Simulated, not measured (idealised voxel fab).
Herein follows the process module entitled voxel transistor to metal.
Pictured: cross-section cut, 175 nm wide, on a grid of 5 nm square cells.
A cross-section is written here as square cells arranged in a grid, and it is given in bands from the top down, each band taking up one or more rows of cells. Band entry format. Leading values: height of top, height of bottom, nm. Remainder: materials in left-to-right order, each with its width in nm. Special words: "everywhere" on a single material, which then fills the band edge to edge; "empty", empty space. Heads up on the height convention: 0 is the point under which the incoming wafer is all one material, and the lowest band has no bottom, it just keeps going down, like "0..down". Width "30..40": first value at the band's top row of cells, second value at its bottom row, equal change from row to row. "no modification" means the step left every cell of the cross-section as it was. Closed-off voids of 8+ cells (no open route to the top) go in "Tabulated closed voids", written width x height at distance from the left edge, in nm. If you see something after the settings on a step's line, that's the simulator's own remark about that step. On any step carrying a mask, the "overlay nm" setting, if present on the step's line, tells how far right of its planned place the mask lay; negative values point to the left.

[Below is the list of planned process steps]
| 1 | RECEIVE,material Si |
| 2 | CONFORMAL_DEP,material SiO2,thk nm 5 |
| 3 | CONFORMAL_DEP,material SiN,thk nm 15 |
| 4 | PATTERN,tone cover,mask id ACTIVE,material resist,width nm 105,thk nm 20,overlay nm 0 |
| 5 | DIRECTIONAL_ETCH,etch materials SiN,depth nm 15 |
| 6 | DIRECTIONAL_ETCH,etch materials SiO2,depth nm 5 |
| 7 | DIRECTIONAL_ETCH,etch materials Si,depth nm 25 |
| 8 | STRIP,etch materials resist |
| 9 | FILL_DEP,material SiO2,thk nm 15 |
| 10 | CMP,height nm 20 |
| 11 | SELECTIVE_ETCH,etch materials SiO2,depth nm 5 |
| 12 | STRIP,etch materials SiN |
| 13 | SELECTIVE_ETCH,etch materials SiO2,depth nm 5 |
| 14 | OXIDIZE,depth nm 5 |
| 15 | DIRECTIONAL_DEP,material polySi,thk nm 20 |
| 16 | DIRECTIONAL_DEP,material SiCN,thk nm 10 |
| 17 | DIRECTIONAL_DEP,material aC,thk nm 15 |
| 18 | PATTERN,tone cover,mask id GATE,material resist,width nm 25,thk nm 30,overlay nm 0 |
| 19 | DIRECTIONAL_ETCH,etch materials aC,depth nm 15 |
| 20 | STRIP,etch materials resist |
| 21 | DIRECTIONAL_ETCH,etch materials SiCN,depth nm 20 |
| 22 | DIRECTIONAL_ETCH,etch materials polySi,depth nm 30 |
| 23 | STRIP,etch materials aC |
| 24 | CONFORMAL_DEP,material SiN,thk nm 5 |
| 25 | DIRECTIONAL_ETCH,etch materials SiN,depth nm 5 |
| 26 | DIRECTIONAL_ETCH,etch materials SiO2,depth nm 5 |
| 27 | EPI,material SiGe,thk nm 5 |
| 28 | FILL_DEP,material SiO2,thk nm 5 |
| 29 | CMP,height nm 20 |
| 30 | STRIP,etch materials polySi |
| 31 | SELECTIVE_ETCH,etch materials SiO2,depth nm 5 |
| 32 | CONFORMAL_DEP,material HfO2,thk nm 5 |
| 33 | CONFORMAL_DEP,material TiN,thk nm 5 |
| 34 | FILL_DEP,material W,thk nm 5 |
| 35 | CMP,height nm 15 |
| 36 | DIRECTIONAL_DEP,material SiO2,thk nm 10 |
| 37 | DIRECTIONAL_DEP,material aC,thk nm 15 |
| 38 | PATTERN,tone open,mask id CONTACT,material resist,width nm 20,pitch nm 75,thk nm 30,overlay nm 0 |
| 39 | DIRECTIONAL_ETCH,etch materials aC,depth nm 15 |
| 40 | STRIP,etch materials resist |
| 41 | DIRECTIONAL_ETCH,etch materials SiO2,depth nm 25 |
| 42 | STRIP,etch materials aC |
| 43 | CONFORMAL_DEP,material TiN,thk nm 5 |
| 44 | FILL_DEP,material W,thk nm 5 |
| 45 | CMP,height nm 25 |
| 46 | CONFORMAL_DEP,material SiCN,thk nm 5 |
| 47 | DIRECTIONAL_DEP,material lowk,thk nm 15 |
| 48 | PATTERN,tone open,mask id METAL_1,material resist,width nm 20,pitch nm 75,thk nm 15,overlay nm 0 |
| 49 | DIRECTIONAL_ETCH,etch materials lowk,depth nm 15 |
| 50 | DIRECTIONAL_ETCH,etch materials SiCN,depth nm 5 |
| 51 | STRIP,etch materials resist |
| 52 | CONFORMAL_DEP,material TiN,thk nm 5 |
| 53 | FILL_DEP,material Ru,thk nm 10 |
| 54 | CMP,height nm 45 |
| 55 | CONFORMAL_DEP,material SiCN,thk nm 5 |
| 56 | DIRECTIONAL_DEP,material lowk,thk nm 25 |
| 57 | DIRECTIONAL_DEP,material aC,thk nm 10 |
| 58 | PATTERN,tone open,mask id METAL_2,material resist,width nm 20,pitch nm 75,thk nm 25,overlay nm 0 |
| 59 | DIRECTIONAL_ETCH,etch materials aC,depth nm 10 |
| 60 | STRIP,etch materials resist |
| 61 | DIRECTIONAL_ETCH,etch materials lowk,depth nm 15 |
| 62 | STRIP,etch materials aC |
| 63 | PATTERN,tone open,mask id METAL_2_HOLES,material resist,width nm 15,pitch nm 75,thk nm 20,overlay nm 0 |
| 64 | DIRECTIONAL_ETCH,etch materials lowk,depth nm 10 |
| 65 | DIRECTIONAL_ETCH,etch materials SiCN,depth nm 5 |
| 66 | STRIP,etch materials resist |
| 67 | CONFORMAL_DEP,material TiN,thk nm 5 |
| 68 | FILL_DEP,material Ru,thk nm 5 |
| 69 | CMP,height nm 75 |
| 70 | CONFORMAL_DEP,material SiCN,thk nm 5 |

[What follows covers the first of two wafers; it ran as planned]

[Cross-section of the incoming wafer, state after step 1]
- 0..down = Si everywhere
- Tabulated closed voids: none

[Wafer after step 2 (cross-section)]
- 5..0 = SiO2 everywhere
- Below 0, the layers are the same as they were.

[Wafer after step 3 (cross-section)]
- 20..5 = SiN everywhere
- Below 5, the layers are the same as they were.

[Wafer after step 4 (cross-section)]
- 40..20 = empty (35); resist (105); empty (35)
- Below 20, the layers are the same as they were.

[Wafer after step 5 (cross-section)]
- 40..20 = empty (35); resist (105); empty (35)
- 20..5 = empty (35); SiN (105); empty (35)
- Below 5, the layers are the same as they were.

[Wafer after step 6 (cross-section)]
- 40..20 = empty (35); resist (105); empty (35)
- 20..5 = empty (35); SiN (105); empty (35)
- 5..0 = empty (35); SiO2 (105); empty (35)
- Below 0, the layers are the same as they were.

[Wafer after step 7 (cross-section)]
- 40..20 = empty (35); resist (105); empty (35)
- 20..5 = empty (35); SiN (105); empty (35)
- 5..0 = empty (35); SiO2 (105); empty (35)
- 0..-25 = empty (35); Si (105); empty (35)
- Below -25, the layers are the same as they were.

[Wafer after step 8 (cross-section)]
- 20..5 = empty (35); SiN (105); empty (35)
- Below 5, the layers are the same as they were.

[Wafer after step 9 (cross-section)]
- 35..20 = SiO2 everywhere
- 20..5 = SiO2 (35); SiN (105); SiO2 (35)
- 5..0 = SiO2 everywhere
- 0..-25 = SiO2 (35); Si (105); SiO2 (35)
- Below -25, the layers are the same as they were.

[Wafer after step 10 (cross-section)]
- 20..5 = SiO2 (35); SiN (105); SiO2 (35)
- Below 5, the layers are the same as they were.

[Wafer after step 11 (cross-section)]
- 20..15 = empty (35); SiN (105); empty (35)
- Below 15, the layers are the same as they were.

[Wafer after step 12 (cross-section)]
- 15..5 = SiO2 (35); empty (105); SiO2 (35)
- Below 5, the layers are the same as they were.

[Wafer after step 13 (cross-section)]
- 10..0 = SiO2 (30); empty (115); SiO2 (30)
- Below 0, the layers are the same as they were.

[Wafer after step 14 (cross-section)]
- 10..0 = SiO2 (30); empty (115); SiO2 (30)
- 0..-5 = SiO2 everywhere
- Below -5, the layers are the same as they were.

[Wafer after step 15 (cross-section)]
- 30..20 = polySi (30); empty (115); polySi (30)
- 20..10 = polySi everywhere
- 10..0 = SiO2 (30); polySi (115); SiO2 (30)
- Below 0, the layers are the same as they were.

[Wafer after step 16 (cross-section)]
- 40..30 = SiCN (30); empty (115); SiCN (30)
- 30..20 = polySi (30); SiCN (115); polySi (30)
- Below 20, the layers are the same as they were.

[Wafer after step 17 (cross-section)]
- 55..45 = aC (30); empty (115); aC (30)
- 45..40 = aC everywhere
- 40..30 = SiCN (30); aC (115); SiCN (30)
- Below 30, the layers are the same as they were.

[Wafer after step 18 (cross-section)]
- 85..55 = empty (75); resist (25); empty (75)
- 55..45 = aC (30); empty (45); resist (25); empty (45); aC (30)
- Below 45, the layers are the same as they were.

[Wafer after step 19 (cross-section)]
- 70..45 = empty (75); resist (25); empty (75)
- 45..40 = empty (75); aC (25); empty (75)
- 40..30 = SiCN (30); empty (45); aC (25); empty (45); SiCN (30)
- Below 30, the layers are the same as they were.

[Wafer after step 20 (cross-section)]
- 45..40 = empty (75); aC (25); empty (75)
- Below 40, the layers are the same as they were.

[Wafer after step 21 (cross-section)]
- 45..30 = empty (75); aC (25); empty (75)
- 30..20 = polySi (30); empty (45); SiCN (25); empty (45); polySi (30)
- Below 20, the layers are the same as they were.

[Wafer after step 22 (cross-section)]
- 45..30 = empty (75); aC (25); empty (75)
- 30..20 = empty (75); SiCN (25); empty (75)
- 20..10 = empty (75); polySi (25); empty (75)
- 10..0 = SiO2 (30); empty (45); polySi (25); empty (45); SiO2 (30)
- Below 0, the layers are the same as they were.

[Wafer after step 23 (cross-section)]
- 30..20 = empty (75); SiCN (25); empty (75)
- Below 20, the layers are the same as they were.

[Wafer after step 24 (cross-section)]
- 35..30 = empty (70); SiN (35); empty (70)
- 30..20 = empty (70); SiN (5); SiCN (25); SiN (5); empty (70)
- 20..15 = empty (70); SiN (5); polySi (25); SiN (5); empty (70)
- 15..10 = SiN (35); empty (35); SiN (5); polySi (25); SiN (5); empty (35); SiN (35)
- 10..5 = SiO2 (30); SiN (5); empty (35); SiN (5); polySi (25); SiN (5); empty (35); SiN (5); SiO2 (30)
- 5..0 = SiO2 (30); SiN (45); polySi (25); SiN (45); SiO2 (30)
- Below 0, the layers are the same as they were.

[Wafer after step 25 (cross-section)]
- 30..20 = empty (70); SiN (5); SiCN (25); SiN (5); empty (70)
- 20..10 = empty (70); SiN (5); polySi (25); SiN (5); empty (70)
- 10..0 = SiO2 (30); SiN (5); empty (35); SiN (5); polySi (25); SiN (5); empty (35); SiN (5); SiO2 (30)
- Below 0, the layers are the same as they were.

[Wafer after step 26 (cross-section)]
- 30..20 = empty (70); SiN (5); SiCN (25); SiN (5); empty (70)
- 20..10 = empty (70); SiN (5); polySi (25); SiN (5); empty (70)
- 10..5 = empty (30); SiN (5); empty (35); SiN (5); polySi (25); SiN (5); empty (35); SiN (5); empty (30)
- 5..0 = SiO2 (30); SiN (5); empty (35); SiN (5); polySi (25); SiN (5); empty (35); SiN (5); SiO2 (30)
- 0..-5 = SiO2 (35); empty (35); SiO2 (35); empty (35); SiO2 (35)
- Below -5, the layers are the same as they were.

[Wafer after step 27 (cross-section)]
- 30..20 = empty (70); SiN (5); SiCN (25); SiN (5); empty (70)
- 20..10 = empty (70); SiN (5); polySi (25); SiN (5); empty (70)
- 10..5 = empty (30); SiN (5); empty (35); SiN (5); polySi (25); SiN (5); empty (35); SiN (5); empty (30)
- 5..0 = SiO2 (30); SiN (5); empty (35); SiN (5); polySi (25); SiN (5); empty (35); SiN (5); SiO2 (30)
- 0..-5 = SiO2 (35); SiGe (35); SiO2 (35); SiGe (35); SiO2 (35)
- Below -5, the layers are the same as they were.

[Wafer after step 28 (cross-section)]
- 35..30 = SiO2 everywhere
- 30..20 = SiO2 (70); SiN (5); SiCN (25); SiN (5); SiO2 (70)
- 20..10 = SiO2 (70); SiN (5); polySi (25); SiN (5); SiO2 (70)
- 10..0 = SiO2 (30); SiN (5); SiO2 (35); SiN (5); polySi (25); SiN (5); SiO2 (35); SiN (5); SiO2 (30)
- Below 0, the layers are the same as they were.

[Wafer after step 29 (cross-section)]
- 20..10 = SiO2 (70); SiN (5); polySi (25); SiN (5); SiO2 (70)
- Below 10, the layers are the same as they were.

[Wafer after step 30 (cross-section)]
- 20..10 = SiO2 (70); SiN (5); empty (25); SiN (5); SiO2 (70)
- 10..0 = SiO2 (30); SiN (5); SiO2 (35); SiN (5); empty (25); SiN (5); SiO2 (35); SiN (5); SiO2 (30)
- Below 0, the layers are the same as they were.

[Wafer after step 31 (cross-section)]
- 20..15 = empty (70); SiN (5); empty (25); SiN (5); empty (70)
- 15..10 = SiO2 (70); SiN (5); empty (25); SiN (5); SiO2 (70)
- 10..0 = SiO2 (30); SiN (5); SiO2 (35); SiN (5); empty (25); SiN (5); SiO2 (35); SiN (5); SiO2 (30)
- 0..-5 = SiO2 (35); SiGe (35); empty (35); SiGe (35); SiO2 (35)
- Below -5, the layers are the same as they were.

[Wafer after step 32 (cross-section)]
- 25..20 = empty (65); HfO2 (15); empty (15); HfO2 (15); empty (65)
- 20..15 = HfO2 (70); SiN (5); HfO2 (5); empty (15); HfO2 (5); SiN (5); HfO2 (70)
- 15..10 = SiO2 (70); SiN (5); HfO2 (5); empty (15); HfO2 (5); SiN (5); SiO2 (70)
- 10..0 = SiO2 (30); SiN (5); SiO2 (35); SiN (5); HfO2 (5); empty (15); HfO2 (5); SiN (5); SiO2 (35); SiN (5); SiO2 (30)
- 0..-5 = SiO2 (35); SiGe (35); HfO2 (35); SiGe (35); SiO2 (35)
- Below -5, the layers are the same as they were.

[Wafer after step 33 (cross-section)]
- 30..25 = empty (60); TiN (25); empty (5); TiN (25); empty (60)
- 25..20 = TiN (65); HfO2 (15); TiN (5); empty (5); TiN (5); HfO2 (15); TiN (65)
- 20..15 = HfO2 (70); SiN (5); HfO2 (5); TiN (5); empty (5); TiN (5); HfO2 (5); SiN (5); HfO2 (70)
- 15..10 = SiO2 (70); SiN (5); HfO2 (5); TiN (5); empty (5); TiN (5); HfO2 (5); SiN (5); SiO2 (70)
- 10..5 = SiO2 (30); SiN (5); SiO2 (35); SiN (5); HfO2 (5); TiN (5); empty (5); TiN (5); HfO2 (5); SiN (5); SiO2 (35); SiN (5); SiO2 (30)
- 5..0 = SiO2 (30); SiN (5); SiO2 (35); SiN (5); HfO2 (5); TiN (15); HfO2 (5); SiN (5); SiO2 (35); SiN (5); SiO2 (30)
- Below 0, the layers are the same as they were.

[Wafer after step 34 (cross-section)]
- 35..30 = W everywhere
- 30..25 = W (60); TiN (25); W (5); TiN (25); W (60)
- 25..20 = TiN (65); HfO2 (15); TiN (5); W (5); TiN (5); HfO2 (15); TiN (65)
- 20..15 = HfO2 (70); SiN (5); HfO2 (5); TiN (5); W (5); TiN (5); HfO2 (5); SiN (5); HfO2 (70)
- 15..10 = SiO2 (70); SiN (5); HfO2 (5); TiN (5); W (5); TiN (5); HfO2 (5); SiN (5); SiO2 (70)
- 10..5 = SiO2 (30); SiN (5); SiO2 (35); SiN (5); HfO2 (5); TiN (5); W (5); TiN (5); HfO2 (5); SiN (5); SiO2 (35); SiN (5); SiO2 (30)
- Below 5, the layers are the same as they were.

[Wafer after step 35 (cross-section)]
- 15..10 = SiO2 (70); SiN (5); HfO2 (5); TiN (5); W (5); TiN (5); HfO2 (5); SiN (5); SiO2 (70)
- Below 10, the layers are the same as they were.

[Wafer after step 36 (cross-section)]
- 25..15 = SiO2 everywhere
- Below 15, the layers are the same as they were.

[Wafer after step 37 (cross-section)]
- 40..25 = aC everywhere
- Below 25, the layers are the same as they were.

[Wafer after step 38 (cross-section)]
- 70..40 = resist (40); empty (20); resist (55); empty (20); resist (40)
- Below 40, the layers are the same as they were.

[Wafer after step 39 (cross-section)]
- 55..40 = resist (40); empty (20); resist (55); empty (20); resist (40)
- 40..25 = aC (40); empty (20); aC (55); empty (20); aC (40)
- Below 25, the layers are the same as they were.

[Wafer after step 40 (cross-section)]
- 40..25 = aC (40); empty (20); aC (55); empty (20); aC (40)
- Below 25, the layers are the same as they were.

[Wafer after step 41 (cross-section)]
- 40..25 = aC (40); empty (20); aC (55); empty (20); aC (40)
- 25..15 = SiO2 (40); empty (20); SiO2 (55); empty (20); SiO2 (40)
- 15..10 = SiO2 (40); empty (20); SiO2 (10); SiN (5); HfO2 (5); TiN (5); W (5); TiN (5); HfO2 (5); SiN (5); SiO2 (10); empty (20); SiO2 (40)
- 10..5 = SiO2 (30); SiN (5); SiO2 (5); empty (20); SiO2 (10); SiN (5); HfO2 (5); TiN (5); W (5); TiN (5); HfO2 (5); SiN (5); SiO2 (10); empty (20); SiO2 (5); SiN (5); SiO2 (30)
- 5..0 = SiO2 (30); SiN (5); SiO2 (5); empty (20); SiO2 (10); SiN (5); HfO2 (5); TiN (15); HfO2 (5); SiN (5); SiO2 (10); empty (20); SiO2 (5); SiN (5); SiO2 (30)
- Below 0, the layers are the same as they were.

[Wafer after step 42 (cross-section)]
- 25..15 = SiO2 (40); empty (20); SiO2 (55); empty (20); SiO2 (40)
- Below 15, the layers are the same as they were.

[Wafer after step 43 (cross-section)]
- 30..25 = TiN (45); empty (10); TiN (65); empty (10); TiN (45)
- 25..15 = SiO2 (40); TiN (5); empty (10); TiN (5); SiO2 (55); TiN (5); empty (10); TiN (5); SiO2 (40)
- 15..10 = SiO2 (40); TiN (5); empty (10); TiN (5); SiO2 (10); SiN (5); HfO2 (5); TiN (5); W (5); TiN (5); HfO2 (5); SiN (5); SiO2 (10); TiN (5); empty (10); TiN (5); SiO2 (40)
- 10..5 = SiO2 (30); SiN (5); SiO2 (5); TiN (5); empty (10); TiN (5); SiO2 (10); SiN (5); HfO2 (5); TiN (5); W (5); TiN (5); HfO2 (5); SiN (5); SiO2 (10); TiN (5); empty (10); TiN (5); SiO2 (5); SiN (5); SiO2 (30)
- 5..0 = SiO2 (30); SiN (5); SiO2 (5); TiN (20); SiO2 (10); SiN (5); HfO2 (5); TiN (15); HfO2 (5); SiN (5); SiO2 (10); TiN (20); SiO2 (5); SiN (5); SiO2 (30)
- Below 0, the layers are the same as they were.

[Wafer after step 44 (cross-section)]
- 35..30 = W everywhere
- 30..25 = TiN (45); W (10); TiN (65); W (10); TiN (45)
- 25..15 = SiO2 (40); TiN (5); W (10); TiN (5); SiO2 (55); TiN (5); W (10); TiN (5); SiO2 (40)
- 15..10 = SiO2 (40); TiN (5); W (10); TiN (5); SiO2 (10); SiN (5); HfO2 (5); TiN (5); W (5); TiN (5); HfO2 (5); SiN (5); SiO2 (10); TiN (5); W (10); TiN (5); SiO2 (40)
- 10..5 = SiO2 (30); SiN (5); SiO2 (5); TiN (5); W (10); TiN (5); SiO2 (10); SiN (5); HfO2 (5); TiN (5); W (5); TiN (5); HfO2 (5); SiN (5); SiO2 (10); TiN (5); W (10); TiN (5); SiO2 (5); SiN (5); SiO2 (30)
- Below 5, the layers are the same as they were.

[Wafer after step 45 (cross-section)]
- 25..15 = SiO2 (40); TiN (5); W (10); TiN (5); SiO2 (55); TiN (5); W (10); TiN (5); SiO2 (40)
- Below 15, the layers are the same as they were.

[Wafer after step 46 (cross-section)]
- 30..25 = SiCN everywhere
- Below 25, the layers are the same as they were.

[Wafer after step 47 (cross-section)]
- 45..30 = lowk everywhere
- Below 30, the layers are the same as they were.

[Wafer after step 48 (cross-section)]
- 60..45 = resist (40); empty (20); resist (55); empty (20); resist (40)
- Below 45, the layers are the same as they were.

[Wafer after step 49 (cross-section)]
- 60..45 = resist (40); empty (20); resist (55); empty (20); resist (40)
- 45..30 = lowk (40); empty (20); lowk (55); empty (20); lowk (40)
- Below 30, the layers are the same as they were.

[Wafer after step 50 (cross-section)]
- 60..45 = resist (40); empty (20); resist (55); empty (20); resist (40)
- 45..30 = lowk (40); empty (20); lowk (55); empty (20); lowk (40)
- 30..25 = SiCN (40); empty (20); SiCN (55); empty (20); SiCN (40)
- Below 25, the layers are the same as they were.

[Wafer after step 51 (cross-section)]
- 45..30 = lowk (40); empty (20); lowk (55); empty (20); lowk (40)
- Below 30, the layers are the same as they were.

[Wafer after step 52 (cross-section)]
- 50..45 = TiN (45); empty (10); TiN (65); empty (10); TiN (45)
- 45..30 = lowk (40); TiN (5); empty (10); TiN (5); lowk (55); TiN (5); empty (10); TiN (5); lowk (40)
- 30..25 = SiCN (40); TiN (20); SiCN (55); TiN (20); SiCN (40)
- Below 25, the layers are the same as they were.

[Wafer after step 53 (cross-section)]
- 60..50 = Ru everywhere
- 50..45 = TiN (45); Ru (10); TiN (65); Ru (10); TiN (45)
- 45..30 = lowk (40); TiN (5); Ru (10); TiN (5); lowk (55); TiN (5); Ru (10); TiN (5); lowk (40)
- Below 30, the layers are the same as they were.

[Wafer after step 54 (cross-section)]
- 45..30 = lowk (40); TiN (5); Ru (10); TiN (5); lowk (55); TiN (5); Ru (10); TiN (5); lowk (40)
- Below 30, the layers are the same as they were.

[Wafer after step 55 (cross-section)]
- 50..45 = SiCN everywhere
- Below 45, the layers are the same as they were.

[Wafer after step 56 (cross-section)]
- 75..50 = lowk everywhere
- Below 50, the layers are the same as they were.

[Wafer after step 57 (cross-section)]
- 85..75 = aC everywhere
- Below 75, the layers are the same as they were.

[Wafer after step 58 (cross-section)]
- 110..85 = resist (40); empty (20); resist (55); empty (20); resist (40)
- Below 85, the layers are the same as they were.

[Wafer after step 59 (cross-section)]
- 100..85 = resist (40); empty (20); resist (55); empty (20); resist (40)
- 85..75 = aC (40); empty (20); aC (55); empty (20); aC (40)
- Below 75, the layers are the same as they were.

[Wafer after step 60 (cross-section)]
- 85..75 = aC (40); empty (20); aC (55); empty (20); aC (40)
- Below 75, the layers are the same as they were.

[Wafer after step 61 (cross-section)]
- 85..75 = aC (40); empty (20); aC (55); empty (20); aC (40)
- 75..60 = lowk (40); empty (20); lowk (55); empty (20); lowk (40)
- Below 60, the layers are the same as they were.

[Wafer after step 62 (cross-section)]
- 75..60 = lowk (40); empty (20); lowk (55); empty (20); lowk (40)
- Below 60, the layers are the same as they were.

[Wafer after step 63 (cross-section)]
- 95..75 = resist (40); empty (15); resist (60); empty (15); resist (45)
- 75..60 = lowk (40); empty (15); resist (5); lowk (55); empty (15); resist (5); lowk (40)
- Below 60, the layers are the same as they were.

[Wafer after step 64 (cross-section)]
- 95..75 = resist (40); empty (15); resist (60); empty (15); resist (45)
- 75..60 = lowk (40); empty (15); resist (5); lowk (55); empty (15); resist (5); lowk (40)
- 60..50 = lowk (40); empty (15); lowk (60); empty (15); lowk (45)
- Below 50, the layers are the same as they were.

[Wafer after step 65 (cross-section)]
- 95..75 = resist (40); empty (15); resist (60); empty (15); resist (45)
- 75..60 = lowk (40); empty (15); resist (5); lowk (55); empty (15); resist (5); lowk (40)
- 60..50 = lowk (40); empty (15); lowk (60); empty (15); lowk (45)
- 50..45 = SiCN (40); empty (15); SiCN (60); empty (15); SiCN (45)
- Below 45, the layers are the same as they were.

[Wafer after step 66 (cross-section)]
- 75..60 = lowk (40); empty (20); lowk (55); empty (20); lowk (40)
- Below 60, the layers are the same as they were.

[Wafer after step 67 (cross-section)]
- 80..75 = TiN (45); empty (10); TiN (65); empty (10); TiN (45)
- 75..65 = lowk (40); TiN (5); empty (10); TiN (5); lowk (55); TiN (5); empty (10); TiN (5); lowk (40)
- 65..60 = lowk (40); TiN (5); empty (5); TiN (10); lowk (55); TiN (5); empty (5); TiN (10); lowk (40)
- 60..50 = lowk (40); TiN (5); empty (5); TiN (5); lowk (60); TiN (5); empty (5); TiN (5); lowk (45)
- 50..45 = SiCN (40); TiN (15); SiCN (60); TiN (15); SiCN (45)
- Below 45, the layers are the same as they were.

[Wafer after step 68 (cross-section)]
- 85..80 = Ru everywhere
- 80..75 = TiN (45); Ru (10); TiN (65); Ru (10); TiN (45)
- 75..65 = lowk (40); TiN (5); Ru (10); TiN (5); lowk (55); TiN (5); Ru (10); TiN (5); lowk (40)
- 65..60 = lowk (40); TiN (5); Ru (5); TiN (10); lowk (55); TiN (5); Ru (5); TiN (10); lowk (40)
- 60..50 = lowk (40); TiN (5); Ru (5); TiN (5); lowk (60); TiN (5); Ru (5); TiN (5); lowk (45)
- Below 50, the layers are the same as they were.

[Wafer after step 69 (cross-section)]
- 75..65 = lowk (40); TiN (5); Ru (10); TiN (5); lowk (55); TiN (5); Ru (10); TiN (5); lowk (40)
- Below 65, the layers are the same as they were.

[Wafer after step 70 (cross-section)]
- 80..75 = SiCN everywhere
- Below 75, the layers are the same as they were.

[Now the other wafer: same start, same recipe, but we messed up one thing when running it. Up to and including step 67 it's the same as the first one]

[Cross-section, second wafer, at the end time the plan gives for step 68]
- 85..80 = aC everywhere
- 80..75 = TiN (45); aC (10); TiN (65); aC (10); TiN (45)
- 75..65 = lowk (40); TiN (5); aC (10); TiN (5); lowk (55); TiN (5); aC (10); TiN (5); lowk (40)
- 65..60 = lowk (40); TiN (5); aC (5); TiN (10); lowk (55); TiN (5); aC (5); TiN (10); lowk (40)
- 60..50 = lowk (40); TiN (5); aC (5); TiN (5); lowk (60); TiN (5); aC (5); TiN (5); lowk (45)
- Below 50, the layers are the same as they were.

[Cross-section, second wafer, at the end time the plan gives for step 69]
- 75..65 = lowk (40); TiN (5); aC (10); TiN (5); lowk (55); TiN (5); aC (10); TiN (5); lowk (40)
- Below 65, the layers are the same as they were.

[Cross-section, second wafer, at the end time the plan gives for step 70]
- 80..75 = SiCN everywhere
- Below 75, the layers are the same as they were.
So what did we get wrong on this run? step 68 was processed under conditions differing from the plan, specifically as FILL_DEP,material aC,thk nm 5
The final cell counts differ between the wafers, with the second having more or fewer of some materials than the first: Ru: 14 fewer | aC: 14 more
